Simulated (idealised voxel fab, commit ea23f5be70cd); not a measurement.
Presented below is a process module, voxel spacer lines.
This is section cut - it's 190 nm across, gridded in 5 nm square cells.
Think of the cross-section as a grid of square cells. We describe it in bands, top to bottom, and each band covers one or more rows of those cells.
Band entry format. Leading values: height of top, height of bottom, nm. Remainder: materials in left-to-right order, each with its width in nm. Special words: "everywhere" on a single material, which then fills the band edge to edge; "empty", empty space.
The level at which height equals 0 is the one under which the wafer, as it arrives, is entirely one material. No lower edge exists for the bottom band, which continues downward and is notated as in "0 -> down".
A width such as "30..40" changes by the same amount from each row of cells to the next, from the band's top row to its bottom row.
Basically "remained unchanged" means that step didn't change any cell in the cross-section.
"Closed-off voids" means: voids of 8 cells or more that are shut off from the top with no open way through. Written width x height at distance, distance from the left edge, in nm.
Read whatever lies past the settings on a step's line as the simulator's own remark about the step.
What "overlay nm" on a step's line means: if the step has a mask, that mask lay this far to the right of its planned place, or, when the value is negative, to the left.

Process steps (planned)
- 1: RECEIVE, material Si
- 2: CONFORMAL_DEP, material Al2O3, thk nm 10
- 3: DIRECTIONAL_DEP, material TiN, thk nm 10
- 4: DIRECTIONAL_DEP, material aC, thk nm 30
- 5: PATTERN, tone cover, mask id MANDREL, material resist, width nm 15, pitch nm 50, thk nm 40, overlay nm 0
- 6: DIRECTIONAL_ETCH, etch materials aC, depth nm 30
- 7: STRIP, etch materials resist
- 8: CONFORMAL_DEP, material SiN, thk nm 10
- 9: DIRECTIONAL_ETCH, etch materials SiN, depth nm 10
- 10: STRIP, etch materials aC
- 11: DIRECTIONAL_ETCH, etch materials TiN, depth nm 10
- 12: STRIP, etch materials SiN

Cross-sectional view of the wafer in its as-received condition, corresponding to the state after step 1
- 0 -> down | Si everywhere
- Closed-off voids: none

Cross-section, first of two wafers, end of module, run as planned
- 20 -> 10 | empty: 50, TiN: 10, empty: 15, TiN: 10, empty: 15, TiN: 10, empty: 15, TiN: 10, empty: 55
- 10 -> 0 | Al2O3 everywhere
- 0 -> down | Si everywhere
- Closed-off voids: none

Second wafer cross-section at end of module - shared start and plan with the first, one mistake in the run
- 20 -> 10 | empty: 55, TiN: 10, empty: 15, TiN: 10, empty: 15, TiN: 10, empty: 15, TiN: 10, empty: 50
- 10 -> 0 | Al2O3 everywhere
- 0 -> down | Si everywhere
- Closed-off voids: none
What was the processing mistake? step 5: run off-plan, actual operation and settings PATTERN, tone cover, mask id MANDREL, material resist, width nm 15, pitch nm 50, thk nm 40, overlay nm 5
at the end the second wafer has, in cells: as many of each material as the first, in other places
